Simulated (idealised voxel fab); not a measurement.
The following is a process module called voxel wiring stack.
Cross-section cut spans 240 nm and uses square cells 5 nm in size.
Cross-section layout: square cells on a grid; listed as bands, top to bottom; a band spans one or more cell rows.
Within each band entry, the heights of the top and of the bottom of the band appear first, in that order and in nm; the materials of the band then follow from left to right, each with its corresponding width in nm. The designation "everywhere" on a single material indicates that it fills the band from edge to edge; the designation "air" indicates empty space.
The reference from which all heights are counted is 0, the level beneath which the as-received wafer is entirely one material; the lowest band, having no lower bound, proceeds downward and is written after the example "0..down".
A two-number width, for instance "30->40", indicates that the width is equal to the first number in the top row of the band and to the second number in the bottom row, and that it changes by a constant amount per row of cells.
A step reported as "nothing got changed" is a step in which no cell of the cross-section changed.
You'll see "Closed voids list" listing empty spaces that have no way open to the top, as long as they're 8 cells or more; the notation is width x height at distance, where the distance is from the left edge, and all of it is in nm.
Past the settings on a step's line: simulator remark, on that step.
A step line may carry the setting "overlay nm", which, for steps involving a mask, states the distance by which the mask lay to the right of its intended position; negative values denote displacement to the left.
HERE'S WHAT THE PLANNED PROCESS STEPS LOOK LIKE
step 1: RECEIVE (material Si)
step 2: CONFORMAL_DEP (material SiO2; thk nm 15)
step 3: DIRECTIONAL_DEP (material TiN; thk nm 5)
step 4: DIRECTIONAL_DEP (material Ru; thk nm 20)
step 5: MASKED_ETCH (tone cover; mask id METAL_1; width nm 25; pitch nm 50; etch materials Ru; depth nm 20; overlay nm 0)
step 6: MASKED_ETCH (tone cover; mask id METAL_1; width nm 25; pitch nm 50; etch materials TiN; depth nm 5; overlay nm 0)
step 7: CONFORMAL_DEP (material SiCN; thk nm 5)
step 8: FILL_DEP (material lowk; thk nm 5)
step 9: CMP (height nm 40)
step 10: CONFORMAL_DEP (material SiCN; thk nm 5)
step 11: DIRECTIONAL_DEP (material SiO2; thk nm 20)
step 12: DIRECTIONAL_DEP (material aC; thk nm 15)
step 13: PATTERN (tone open; mask id PLUG_1; material resist; width nm 15; pitch nm 100; thk nm 30; overlay nm 0)
step 14: DIRECTIONAL_ETCH (etch materials aC; depth nm 15)
step 15: STRIP (etch materials resist)
step 16: DIRECTIONAL_ETCH (etch materials SiO2; depth nm 20)
step 17: DIRECTIONAL_ETCH (etch materials SiCN; depth nm 5)
step 18: STRIP (etch materials aC)
step 19: CONFORMAL_DEP (material TiN; thk nm 5)
step 20: FILL_DEP (material Cu; thk nm 5)
step 21: CMP (height nm 65)
step 22: DIRECTIONAL_DEP (material TiN; thk nm 5)
step 23: DIRECTIONAL_DEP (material Ru; thk nm 20)
step 24: MASKED_ETCH (tone cover; mask id METAL_2; width nm 25; pitch nm 50; etch materials Ru; depth nm 20; overlay nm 0)
step 25: MASKED_ETCH (tone cover; mask id METAL_2; width nm 25; pitch nm 50; etch materials TiN; depth nm 5; overlay nm 0)
step 26: CONFORMAL_DEP (material SiCN; thk nm 5)
step 27: FILL_DEP (material lowk; thk nm 10)
step 28: CMP (height nm 90)
step 29: CONFORMAL_DEP (material SiCN; thk nm 5)
step 30: DIRECTIONAL_DEP (material lowk; thk nm 30)
step 31: DIRECTIONAL_DEP (material aC; thk nm 15)
step 32: PATTERN (tone open; mask id METAL_3; material resist; width nm 25; pitch nm 50; thk nm 35; overlay nm 0)
step 33: DIRECTIONAL_ETCH (etch materials aC; depth nm 15)
step 34: STRIP (etch materials resist)
step 35: DIRECTIONAL_ETCH (etch materials lowk; depth nm 20)
step 36: STRIP (etch materials aC)
step 37: MASKED_ETCH (tone open; mask id METAL_3_HOLES; width nm 15; pitch nm 100; etch materials lowk; depth nm 10; overlay nm 0)
step 38: MASKED_ETCH (tone open; mask id METAL_3_HOLES; width nm 15; pitch nm 100; etch materials SiCN; depth nm 5; overlay nm 0)
step 39: CONFORMAL_DEP (material TiN; thk nm 5)
step 40: FILL_DEP (material Cu; thk nm 5)
step 41: CMP (height nm 125)
step 42: CONFORMAL_DEP (material SiCN; thk nm 5)
THE FIRST OF A SET OF TWO WAFERS, RUN TO PLAN
CROSS-SECTION OF THE WAFER AT RECEIPT, WHICH IS THE CONDITION AFTER STEP 1
    0..down: Si everywhere
    Closed voids list: none
CROSS-SECTION THROUGH THE WAFER, STEP 2 FINISHED
    15..0: SiO2 everywhere
    Anything lower than 0 is untouched.
CROSS-SECTION THROUGH THE WAFER, STEP 3 FINISHED
    20..15: TiN everywhere
    Anything lower than 15 is untouched.
CROSS-SECTION THROUGH THE WAFER, STEP 4 FINISHED
    40..20: Ru everywhere
    Anything lower than 20 is untouched.
CROSS-SECTION THROUGH THE WAFER, STEP 5 FINISHED
    40..20: air: 55 | Ru: 25 | air: 25 | Ru: 25 | air: 25 | Ru: 25 | air: 60
    Anything lower than 20 is untouched.
CROSS-SECTION THROUGH THE WAFER, STEP 6 FINISHED
    40..20: air: 55 | Ru: 25 | air: 25 | Ru: 25 | air: 25 | Ru: 25 | air: 60
    20..15: air: 55 | TiN: 25 | air: 25 | TiN: 25 | air: 25 | TiN: 25 | air: 60
    Anything lower than 15 is untouched.
CROSS-SECTION THROUGH THE WAFER, STEP 7 FINISHED
    45..40: air: 50 | SiCN: 35 | air: 15 | SiCN: 35 | air: 15 | SiCN: 35 | air: 55
    40..20: air: 50 | SiCN: 5 | Ru: 25 | SiCN: 5 | air: 15 | SiCN: 5 | Ru: 25 | SiCN: 5 | air: 15 | SiCN: 5 | Ru: 25 | SiCN: 5 | air: 55
    20..15: SiCN: 55 | TiN: 25 | SiCN: 25 | TiN: 25 | SiCN: 25 | TiN: 25 | SiCN: 60
    Anything lower than 15 is untouched.
CROSS-SECTION THROUGH THE WAFER, STEP 8 FINISHED
    50..45: lowk everywhere
    45..40: lowk: 50 | SiCN: 35 | lowk: 15 | SiCN: 35 | lowk: 15 | SiCN: 35 | lowk: 55
    40..20: lowk: 50 | SiCN: 5 | Ru: 25 | SiCN: 5 | lowk: 15 | SiCN: 5 | Ru: 25 | SiCN: 5 | lowk: 15 | SiCN: 5 | Ru: 25 | SiCN: 5 | lowk: 55
    Anything lower than 20 is untouched.
CROSS-SECTION THROUGH THE WAFER, STEP 9 FINISHED
    40..20: lowk: 50 | SiCN: 5 | Ru: 25 | SiCN: 5 | lowk: 15 | SiCN: 5 | Ru: 25 | SiCN: 5 | lowk: 15 | SiCN: 5 | Ru: 25 | SiCN: 5 | lowk: 55
    Anything lower than 20 is untouched.
CROSS-SECTION THROUGH THE WAFER, STEP 10 FINISHED
    45..40: SiCN everywhere
    Anything lower than 40 is untouched.
CROSS-SECTION THROUGH THE WAFER, STEP 11 FINISHED
    65..45: SiO2 everywhere
    Anything lower than 45 is untouched.
CROSS-SECTION THROUGH THE WAFER, STEP 12 FINISHED
    80..65: aC everywhere
    Anything lower than 65 is untouched.
CROSS-SECTION THROUGH THE WAFER, STEP 13 FINISHED
    110..80: resist: 55 | air: 15 | resist: 85 | air: 15 | resist: 70
    Anything lower than 80 is untouched.
CROSS-SECTION THROUGH THE WAFER, STEP 14 FINISHED
    95..80: resist: 55 | air: 15 | resist: 85 | air: 15 | resist: 70
    80..65: aC: 55 | air: 15 | aC: 85 | air: 15 | aC: 70
    Anything lower than 65 is untouched.
CROSS-SECTION THROUGH THE WAFER, STEP 15 FINISHED
    80..65: aC: 55 | air: 15 | aC: 85 | air: 15 | aC: 70
    Anything lower than 65 is untouched.
CROSS-SECTION THROUGH THE WAFER, STEP 16 FINISHED
    80..65: aC: 55 | air: 15 | aC: 85 | air: 15 | aC: 70
    65..45: SiO2: 55 | air: 15 | SiO2: 85 | air: 15 | SiO2: 70
    Anything lower than 45 is untouched.
CROSS-SECTION THROUGH THE WAFER, STEP 17 FINISHED
    80..65: aC: 55 | air: 15 | aC: 85 | air: 15 | aC: 70
    65..45: SiO2: 55 | air: 15 | SiO2: 85 | air: 15 | SiO2: 70
    45..40: SiCN: 55 | air: 15 | SiCN: 85 | air: 15 | SiCN: 70
    Anything lower than 40 is untouched.
CROSS-SECTION THROUGH THE WAFER, STEP 18 FINISHED
    65..45: SiO2: 55 | air: 15 | SiO2: 85 | air: 15 | SiO2: 70
    Anything lower than 45 is untouched.
CROSS-SECTION THROUGH THE WAFER, STEP 19 FINISHED
    70..65: TiN: 60 | air: 5 | TiN: 95 | air: 5 | TiN: 75
    65..45: SiO2: 55 | TiN: 5 | air: 5 | TiN: 5 | SiO2: 85 | TiN: 5 | air: 5 | TiN: 5 | SiO2: 70
    45..40: SiCN: 55 | TiN: 15 | SiCN: 85 | TiN: 15 | SiCN: 70
    Anything lower than 40 is untouched.
CROSS-SECTION THROUGH THE WAFER, STEP 20 FINISHED
    75..70: Cu everywhere
    70..65: TiN: 60 | Cu: 5 | TiN: 95 | Cu: 5 | TiN: 75
    65..45: SiO2: 55 | TiN: 5 | Cu: 5 | TiN: 5 | SiO2: 85 | TiN: 5 | Cu: 5 | TiN: 5 | SiO2: 70
    Anything lower than 45 is untouched.
CROSS-SECTION THROUGH THE WAFER, STEP 21 FINISHED
    65..45: SiO2: 55 | TiN: 5 | Cu: 5 | TiN: 5 | SiO2: 85 | TiN: 5 | Cu: 5 | TiN: 5 | SiO2: 70
    Anything lower than 45 is untouched.
CROSS-SECTION THROUGH THE WAFER, STEP 22 FINISHED
    70..65: TiN everywhere
    Anything lower than 65 is untouched.
CROSS-SECTION THROUGH THE WAFER, STEP 23 FINISHED
    90..70: Ru everywhere
    Anything lower than 70 is untouched.
CROSS-SECTION THROUGH THE WAFER, STEP 24 FINISHED
    90..70: air: 55 | Ru: 25 | air: 25 | Ru: 25 | air: 25 | Ru: 25 | air: 60
    Anything lower than 70 is untouched.
CROSS-SECTION THROUGH THE WAFER, STEP 25 FINISHED
    90..70: air: 55 | Ru: 25 | air: 25 | Ru: 25 | air: 25 | Ru: 25 | air: 60
    70..65: air: 55 | TiN: 25 | air: 25 | TiN: 25 | air: 25 | TiN: 25 | air: 60
    Anything lower than 65 is untouched.
CROSS-SECTION THROUGH THE WAFER, STEP 26 FINISHED
    95..90: air: 50 | SiCN: 35 | air: 15 | SiCN: 35 | air: 15 | SiCN: 35 | air: 55
    90..70: air: 50 | SiCN: 5 | Ru: 25 | SiCN: 5 | air: 15 | SiCN: 5 | Ru: 25 | SiCN: 5 | air: 15 | SiCN: 5 | Ru: 25 | SiCN: 5 | air: 55
    70..65: SiCN: 55 | TiN: 25 | SiCN: 25 | TiN: 25 | SiCN: 25 | TiN: 25 | SiCN: 60
    Anything lower than 65 is untouched.
CROSS-SECTION THROUGH THE WAFER, STEP 27 FINISHED
    105..95: lowk everywhere
    95..90: lowk: 50 | SiCN: 35 | lowk: 15 | SiCN: 35 | lowk: 15 | SiCN: 35 | lowk: 55
    90..70: lowk: 50 | SiCN: 5 | Ru: 25 | SiCN: 5 | lowk: 15 | SiCN: 5 | Ru: 25 | SiCN: 5 | lowk: 15 | SiCN: 5 | Ru: 25 | SiCN: 5 | lowk: 55
    Anything lower than 70 is untouched.
CROSS-SECTION THROUGH THE WAFER, STEP 28 FINISHED
    90..70: lowk: 50 | SiCN: 5 | Ru: 25 | SiCN: 5 | lowk: 15 | SiCN: 5 | Ru: 25 | SiCN: 5 | lowk: 15 | SiCN: 5 | Ru: 25 | SiCN: 5 | lowk: 55
    Anything lower than 70 is untouched.
CROSS-SECTION THROUGH THE WAFER, STEP 29 FINISHED
    95..90: SiCN everywhere
    Anything lower than 90 is untouched.
CROSS-SECTION THROUGH THE WAFER, STEP 30 FINISHED
    125..95: lowk everywhere
    Anything lower than 95 is untouched.
CROSS-SECTION THROUGH THE WAFER, STEP 31 FINISHED
    140..125: aC everywhere
    Anything lower than 125 is untouched.
CROSS-SECTION THROUGH THE WAFER, STEP 32 FINISHED
    175..140: resist: 55 | air: 25 | resist: 25 | air: 25 | resist: 25 | air: 25 | resist: 60
    Anything lower than 140 is untouched.
CROSS-SECTION THROUGH THE WAFER, STEP 33 FINISHED
    160..140: resist: 55 | air: 25 | resist: 25 | air: 25 | resist: 25 | air: 25 | resist: 60
    140..125: aC: 55 | air: 25 | aC: 25 | air: 25 | aC: 25 | air: 25 | aC: 60
    Anything lower than 125 is untouched.
CROSS-SECTION THROUGH THE WAFER, STEP 34 FINISHED
    140..125: aC: 55 | air: 25 | aC: 25 | air: 25 | aC: 25 | air: 25 | aC: 60
    Anything lower than 125 is untouched.
CROSS-SECTION THROUGH THE WAFER, STEP 35 FINISHED
    140..125: aC: 55 | air: 25 | aC: 25 | air: 25 | aC: 25 | air: 25 | aC: 60
    125..105: lowk: 55 | air: 25 | lowk: 25 | air: 25 | lowk: 25 | air: 25 | lowk: 60
    Anything lower than 105 is untouched.
CROSS-SECTION THROUGH THE WAFER, STEP 36 FINISHED
    125..105: lowk: 55 | air: 25 | lowk: 25 | air: 25 | lowk: 25 | air: 25 | lowk: 60
    Anything lower than 105 is untouched.
CROSS-SECTION THROUGH THE WAFER, STEP 37 FINISHED
    125..105: lowk: 55 | air: 25 | lowk: 25 | air: 25 | lowk: 25 | air: 25 | lowk: 60
    105..95: lowk: 55 | air: 15 | lowk: 85 | air: 15 | lowk: 70
    Anything lower than 95 is untouched.
CROSS-SECTION THROUGH THE WAFER, STEP 38 FINISHED
    125..105: lowk: 55 | air: 25 | lowk: 25 | air: 25 | lowk: 25 | air: 25 | lowk: 60
    105..95: lowk: 55 | air: 15 | lowk: 85 | air: 15 | lowk: 70
    95..90: SiCN: 55 | air: 15 | SiCN: 85 | air: 15 | SiCN: 70
    Anything lower than 90 is untouched.
CROSS-SECTION THROUGH THE WAFER, STEP 39 FINISHED
    130..125: TiN: 60 | air: 15 | TiN: 35 | air: 15 | TiN: 35 | air: 15 | TiN: 65
    125..110: lowk: 55 | TiN: 5 | air: 15 | TiN: 5 | lowk: 25 | TiN: 5 | air: 15 | TiN: 5 | lowk: 25 | TiN: 5 | air: 15 | TiN: 5 | lowk: 60
    110..105: lowk: 55 | TiN: 5 | air: 5 | TiN: 15 | lowk: 25 | TiN: 25 | lowk: 25 | TiN: 5 | air: 5 | TiN: 15 | lowk: 60
    105..95: lowk: 55 | TiN: 5 | air: 5 | TiN: 5 | lowk: 85 | TiN: 5 | air: 5 | TiN: 5 | lowk: 70
    95..90: SiCN: 55 | TiN: 15 | SiCN: 85 | TiN: 15 | SiCN: 70
    Anything lower than 90 is untouched.
CROSS-SECTION THROUGH THE WAFER, STEP 40 FINISHED
    135..130: Cu everywhere
    130..125: TiN: 60 | Cu: 15 | TiN: 35 | Cu: 15 | TiN: 35 | Cu: 15 | TiN: 65
    125..110: lowk: 55 | TiN: 5 | Cu: 15 | TiN: 5 | lowk: 25 | TiN: 5 | Cu: 15 | TiN: 5 | lowk: 25 | TiN: 5 | Cu: 15 | TiN: 5 | lowk: 60
    110..105: lowk: 55 | TiN: 5 | Cu: 5 | TiN: 15 | lowk: 25 | TiN: 25 | lowk: 25 | TiN: 5 | Cu: 5 | TiN: 15 | lowk: 60
    105..95: lowk: 55 | TiN: 5 | Cu: 5 | TiN: 5 | lowk: 85 | TiN: 5 | Cu: 5 | TiN: 5 | lowk: 70
    Anything lower than 95 is untouched.
CROSS-SECTION THROUGH THE WAFER, STEP 41 FINISHED
    125..110: lowk: 55 | TiN: 5 | Cu: 15 | TiN: 5 | lowk: 25 | TiN: 5 | Cu: 15 | TiN: 5 | lowk: 25 | TiN: 5 | Cu: 15 | TiN: 5 | lowk: 60
    Anything lower than 110 is untouched.
CROSS-SECTION THROUGH THE WAFER, STEP 42 FINISHED
    130..125: SiCN everywhere
    Anything lower than 125 is untouched.
REGARDING THE SECOND OF THE TWO WAFERS: IT SHARED THE FIRST WAFER'S STARTING CONDITION AND PROCESS PLAN, YET ONE ERROR OCCURRED DURING ITS EXECUTION. ITS HISTORY COINCIDES WITH THAT OF THE FIRST WAFER UP TO AND INCLUDING STEP 1
PLANNED END OF STEP 2: SECOND WAFER, CROSS-SECTION
    30..0: SiO2 everywhere
    Anything lower than 0 is untouched.
PLANNED END OF STEP 3: SECOND WAFER, CROSS-SECTION
    35..30: TiN everywhere
    Anything lower than 30 is untouched.
PLANNED END OF STEP 4: SECOND WAFER, CROSS-SECTION
    55..35: Ru everywhere
    Anything lower than 35 is untouched.
PLANNED END OF STEP 5: SECOND WAFER, CROSS-SECTION
    55..35: air: 55 | Ru: 25 | air: 25 | Ru: 25 | air: 25 | Ru: 25 | air: 60
    Anything lower than 35 is untouched.
PLANNED END OF STEP 6: SECOND WAFER, CROSS-SECTION
    55..35: air: 55 | Ru: 25 | air: 25 | Ru: 25 | air: 25 | Ru: 25 | air: 60
    35..30: air: 55 | TiN: 25 | air: 25 | TiN: 25 | air: 25 | TiN: 25 | air: 60
    Anything lower than 30 is untouched.
PLANNED END OF STEP 7: SECOND WAFER, CROSS-SECTION
    60..55: air: 50 | SiCN: 35 | air: 15 | SiCN: 35 | air: 15 | SiCN: 35 | air: 55
    55..35: air: 50 | SiCN: 5 | Ru: 25 | SiCN: 5 | air: 15 | SiCN: 5 | Ru: 25 | SiCN: 5 | air: 15 | SiCN: 5 | Ru: 25 | SiCN: 5 | air: 55
    35..30: SiCN: 55 | TiN: 25 | SiCN: 25 | TiN: 25 | SiCN: 25 | TiN: 25 | SiCN: 60
    Anything lower than 30 is untouched.
PLANNED END OF STEP 8: SECOND WAFER, CROSS-SECTION
    65..60: lowk everywhere
    60..55: lowk: 50 | SiCN: 35 | lowk: 15 | SiCN: 35 | lowk: 15 | SiCN: 35 | lowk: 55
    55..35: lowk: 50 | SiCN: 5 | Ru: 25 | SiCN: 5 | lowk: 15 | SiCN: 5 | Ru: 25 | SiCN: 5 | lowk: 15 | SiCN: 5 | Ru: 25 | SiCN: 5 | lowk: 55
    Anything lower than 35 is untouched.
PLANNED END OF STEP 9: SECOND WAFER, CROSS-SECTION
    40..35: lowk: 50 | SiCN: 5 | Ru: 25 | SiCN: 5 | lowk: 15 | SiCN: 5 | Ru: 25 | SiCN: 5 | lowk: 15 | SiCN: 5 | Ru: 25 | SiCN: 5 | lowk: 55
    Anything lower than 35 is untouched.
PLANNED END OF STEP 10: SECOND WAFER, CROSS-SECTION
    45..40: SiCN everywhere
    Anything lower than 40 is untouched.
PLANNED END OF STEP 11: SECOND WAFER, CROSS-SECTION
    65..45: SiO2 everywhere
    Anything lower than 45 is untouched.
PLANNED END OF STEP 12: SECOND WAFER, CROSS-SECTION
    80..65: aC everywhere
    Anything lower than 65 is untouched.
PLANNED END OF STEP 13: SECOND WAFER, CROSS-SECTION
    110..80: resist: 55 | air: 15 | resist: 85 | air: 15 | resist: 70
    Anything lower than 80 is untouched.
PLANNED END OF STEP 14: SECOND WAFER, CROSS-SECTION
    95..80: resist: 55 | air: 15 | resist: 85 | air: 15 | resist: 70
    80..65: aC: 55 | air: 15 | aC: 85 | air: 15 | aC: 70
    Anything lower than 65 is untouched.
PLANNED END OF STEP 15: SECOND WAFER, CROSS-SECTION
    80..65: aC: 55 | air: 15 | aC: 85 | air: 15 | aC: 70
    Anything lower than 65 is untouched.
PLANNED END OF STEP 16: SECOND WAFER, CROSS-SECTION
    80..65: aC: 55 | air: 15 | aC: 85 | air: 15 | aC: 70
    65..45: SiO2: 55 | air: 15 | SiO2: 85 | air: 15 | SiO2: 70
    Anything lower than 45 is untouched.
PLANNED END OF STEP 17: SECOND WAFER, CROSS-SECTION
    80..65: aC: 55 | air: 15 | aC: 85 | air: 15 | aC: 70
    65..45: SiO2: 55 | air: 15 | SiO2: 85 | air: 15 | SiO2: 70
    45..40: SiCN: 55 | air: 15 | SiCN: 85 | air: 15 | SiCN: 70
    Anything lower than 40 is untouched.
PLANNED END OF STEP 18: SECOND WAFER, CROSS-SECTION
    65..45: SiO2: 55 | air: 15 | SiO2: 85 | air: 15 | SiO2: 70
    Anything lower than 45 is untouched.
PLANNED END OF STEP 19: SECOND WAFER, CROSS-SECTION
    70..65: TiN: 60 | air: 5 | TiN: 95 | air: 5 | TiN: 75
    65..45: SiO2: 55 | TiN: 5 | air: 5 | TiN: 5 | SiO2: 85 | TiN: 5 | air: 5 | TiN: 5 | SiO2: 70
    45..40: SiCN: 55 | TiN: 15 | SiCN: 85 | TiN: 15 | SiCN: 70
    Anything lower than 40 is untouched.
PLANNED END OF STEP 20: SECOND WAFER, CROSS-SECTION
    75..70: Cu everywhere
    70..65: TiN: 60 | Cu: 5 | TiN: 95 | Cu: 5 | TiN: 75
    65..45: SiO2: 55 | TiN: 5 | Cu: 5 | TiN: 5 | SiO2: 85 | TiN: 5 | Cu: 5 | TiN: 5 | SiO2: 70
    Anything lower than 45 is untouched.
PLANNED END OF STEP 21: SECOND WAFER, CROSS-SECTION
    65..45: SiO2: 55 | TiN: 5 | Cu: 5 | TiN: 5 | SiO2: 85 | TiN: 5 | Cu: 5 | TiN: 5 | SiO2: 70
    Anything lower than 45 is untouched.
PLANNED END OF STEP 22: SECOND WAFER, CROSS-SECTION
    70..65: TiN everywhere
    Anything lower than 65 is untouched.
PLANNED END OF STEP 23: SECOND WAFER, CROSS-SECTION
    90..70: Ru everywhere
    Anything lower than 70 is untouched.
PLANNED END OF STEP 24: SECOND WAFER, CROSS-SECTION
    90..70: air: 55 | Ru: 25 | air: 25 | Ru: 25 | air: 25 | Ru: 25 | air: 60
    Anything lower than 70 is untouched.
PLANNED END OF STEP 25: SECOND WAFER, CROSS-SECTION
    90..70: air: 55 | Ru: 25 | air: 25 | Ru: 25 | air: 25 | Ru: 25 | air: 60
    70..65: air: 55 | TiN: 25 | air: 25 | TiN: 25 | air: 25 | TiN: 25 | air: 60
    Anything lower than 65 is untouched.
PLANNED END OF STEP 26: SECOND WAFER, CROSS-SECTION
    95..90: air: 50 | SiCN: 35 | air: 15 | SiCN: 35 | air: 15 | SiCN: 35 | air: 55
    90..70: air: 50 | SiCN: 5 | Ru: 25 | SiCN: 5 | air: 15 | SiCN: 5 | Ru: 25 | SiCN: 5 | air: 15 | SiCN: 5 | Ru: 25 | SiCN: 5 | air: 55
    70..65: SiCN: 55 | TiN: 25 | SiCN: 25 | TiN: 25 | SiCN: 25 | TiN: 25 | SiCN: 60
    Anything lower than 65 is untouched.
PLANNED END OF STEP 27: SECOND WAFER, CROSS-SECTION
    105..95: lowk everywhere
    95..90: lowk: 50 | SiCN: 35 | lowk: 15 | SiCN: 35 | lowk: 15 | SiCN: 35 | lowk: 55
    90..70: lowk: 50 | SiCN: 5 | Ru: 25 | SiCN: 5 | lowk: 15 | SiCN: 5 | Ru: 25 | SiCN: 5 | lowk: 15 | SiCN: 5 | Ru: 25 | SiCN: 5 | lowk: 55
    Anything lower than 70 is untouched.
PLANNED END OF STEP 28: SECOND WAFER, CROSS-SECTION
    90..70: lowk: 50 | SiCN: 5 | Ru: 25 | SiCN: 5 | lowk: 15 | SiCN: 5 | Ru: 25 | SiCN: 5 | lowk: 15 | SiCN: 5 | Ru: 25 | SiCN: 5 | lowk: 55
    Anything lower than 70 is untouched.
PLANNED END OF STEP 29: SECOND WAFER, CROSS-SECTION
    95..90: SiCN everywhere
    Anything lower than 90 is untouched.
PLANNED END OF STEP 30: SECOND WAFER, CROSS-SECTION
    125..95: lowk everywhere
    Anything lower than 95 is untouched.
PLANNED END OF STEP 31: SECOND WAFER, CROSS-SECTION
    140..125: aC everywhere
    Anything lower than 125 is untouched.
PLANNED END OF STEP 32: SECOND WAFER, CROSS-SECTION
    175..140: resist: 55 | air: 25 | resist: 25 | air: 25 | resist: 25 | air: 25 | resist: 60
    Anything lower than 140 is untouched.
PLANNED END OF STEP 33: SECOND WAFER, CROSS-SECTION
    160..140: resist: 55 | air: 25 | resist: 25 | air: 25 | resist: 25 | air: 25 | resist: 60
    140..125: aC: 55 | air: 25 | aC: 25 | air: 25 | aC: 25 | air: 25 | aC: 60
    Anything lower than 125 is untouched.
PLANNED END OF STEP 34: SECOND WAFER, CROSS-SECTION
    140..125: aC: 55 | air: 25 | aC: 25 | air: 25 | aC: 25 | air: 25 | aC: 60
    Anything lower than 125 is untouched.
PLANNED END OF STEP 35: SECOND WAFER, CROSS-SECTION
    140..125: aC: 55 | air: 25 | aC: 25 | air: 25 | aC: 25 | air: 25 | aC: 60
    125..105: lowk: 55 | air: 25 | lowk: 25 | air: 25 | lowk: 25 | air: 25 | lowk: 60
    Anything lower than 105 is untouched.
PLANNED END OF STEP 36: SECOND WAFER, CROSS-SECTION
    125..105: lowk: 55 | air: 25 | lowk: 25 | air: 25 | lowk: 25 | air: 25 | lowk: 60
    Anything lower than 105 is untouched.
PLANNED END OF STEP 37: SECOND WAFER, CROSS-SECTION
    125..105: lowk: 55 | air: 25 | lowk: 25 | air: 25 | lowk: 25 | air: 25 | lowk: 60
    105..95: lowk: 55 | air: 15 | lowk: 85 | air: 15 | lowk: 70
    Anything lower than 95 is untouched.
PLANNED END OF STEP 38: SECOND WAFER, CROSS-SECTION
    125..105: lowk: 55 | air: 25 | lowk: 25 | air: 25 | lowk: 25 | air: 25 | lowk: 60
    105..95: lowk: 55 | air: 15 | lowk: 85 | air: 15 | lowk: 70
    95..90: SiCN: 55 | air: 15 | SiCN: 85 | air: 15 | SiCN: 70
    Anything lower than 90 is untouched.
PLANNED END OF STEP 39: SECOND WAFER, CROSS-SECTION
    130..125: TiN: 60 | air: 15 | TiN: 35 | air: 15 | TiN: 35 | air: 15 | TiN: 65
    125..110: lowk: 55 | TiN: 5 | air: 15 | TiN: 5 | lowk: 25 | TiN: 5 | air: 15 | TiN: 5 | lowk: 25 | TiN: 5 | air: 15 | TiN: 5 | lowk: 60
    110..105: lowk: 55 | TiN: 5 | air: 5 | TiN: 15 | lowk: 25 | TiN: 25 | lowk: 25 | TiN: 5 | air: 5 | TiN: 15 | lowk: 60
    105..95: lowk: 55 | TiN: 5 | air: 5 | TiN: 5 | lowk: 85 | TiN: 5 | air: 5 | TiN: 5 | lowk: 70
    95..90: SiCN: 55 | TiN: 15 | SiCN: 85 | TiN: 15 | SiCN: 70
    Anything lower than 90 is untouched.
PLANNED END OF STEP 40: SECOND WAFER, CROSS-SECTION
    135..130: Cu everywhere
    130..125: TiN: 60 | Cu: 15 | TiN: 35 | Cu: 15 | TiN: 35 | Cu: 15 | TiN: 65
    125..110: lowk: 55 | TiN: 5 | Cu: 15 | TiN: 5 | lowk: 25 | TiN: 5 | Cu: 15 | TiN: 5 | lowk: 25 | TiN: 5 | Cu: 15 | TiN: 5 | lowk: 60
    110..105: lowk: 55 | TiN: 5 | Cu: 5 | TiN: 15 | lowk: 25 | TiN: 25 | lowk: 25 | TiN: 5 | Cu: 5 | TiN: 15 | lowk: 60
    105..95: lowk: 55 | TiN: 5 | Cu: 5 | TiN: 5 | lowk: 85 | TiN: 5 | Cu: 5 | TiN: 5 | lowk: 70
    Anything lower than 95 is untouched.
PLANNED END OF STEP 41: SECOND WAFER, CROSS-SECTION
    125..110: lowk: 55 | TiN: 5 | Cu: 15 | TiN: 5 | lowk: 25 | TiN: 5 | Cu: 15 | TiN: 5 | lowk: 25 | TiN: 5 | Cu: 15 | TiN: 5 | lowk: 60
    Anything lower than 110 is untouched.
PLANNED END OF STEP 42: SECOND WAFER, CROSS-SECTION
    130..125: SiCN everywhere
    Anything lower than 125 is untouched.
So what did we get wrong on this run? execution of plan step 2 occurred twice
The final cell counts differ between the wafers, with the second having more or fewer of some materials than the first: Ru: 45 fewer; SiCN: 18 fewer; SiO2: 144 more; lowk: 81 fewer
